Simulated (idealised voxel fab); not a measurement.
Process module under the name voxel fin reveal
Cross-sectional view cut (width: 295 nm; square cell size: 5 nm).
In this document a cross-section is written as a grid of square cells. It is given as a series of bands, listed from the top down, and a band is one or more rows of cells.
Quick guide to a band line: top height, bottom height (nm) up front; then every material left to right with its width in nm. Only one material and it's marked "everywhere"? Then it fills the band edge to edge. And "blank" just means empty space.
Note: height 0 marks the level under which the wafer is uniformly one material as received. Lowest band unbounded below, written "0 down".
Top row gets the first number, bottom row gets the second, and each row in between changes by the same step: that is how a band width like "30 to 40" works.
It should be understood that the words "nothing different", when stated for a given step, signify that the cross-section underwent no change in any of its cells during that step.
Empty spaces counting at least 8 cells and having no open way to the top are listed in "Unvented voids". The notation width x height at distance is used for each, the distance being from the left edge and all three values in nm.
Read whatever lies past the settings on a step's line as the simulator's own remark about the step.
overlay nm: step with mask; distance mask lay right of planned place; negative value = left of planned place.

Process steps foreseen in the plan:
1,RECEIVE (material Si)
2,CONFORMAL_DEP (material SiN; thk nm 5)
3,MASKED_ETCH (tone cover; mask id FINS; width nm 15; pitch nm 45; etch materials SiN; depth nm 5; overlay nm 0)
4,MASKED_ETCH (tone cover; mask id FINS; width nm 15; pitch nm 45; etch materials Si; depth nm 30; overlay nm 0)
5,OXIDIZE (depth nm 5)
6,FILL_DEP (material SiO2; thk nm 5)
7,CMP (height nm 5)
8,SELECTIVE_ETCH (etch materials SiO2; depth nm 25)
9,STRIP (etch materials SiN)

As received (post step 1): cross-section:
> 0 down = Si everywhere
> Unvented voids: none

Below is the wafer in cross-section after the module was completed. It began from the starting point shown above and followed the plan shown above, except that one mistake was made while running it:
> 0 to -5 = blank=100  Si=5  blank=40  Si=5  blank=40  Si=5  blank=100
> -5 to -20 = blank=90  Si=15  blank=30  Si=15  blank=30  Si=15  blank=100
> -20 to -35 = SiO2=90  Si=15  SiO2=30  Si=15  SiO2=30  Si=15  SiO2=100
> -35 down = Si everywhere
> Unvented voids: none
Diagnosis: step 4 off recipe, ran as MASKED_ETCH (tone cover; mask id FINS; width nm 15; pitch nm 45; etch materials Si; depth nm 30; overlay nm -10)
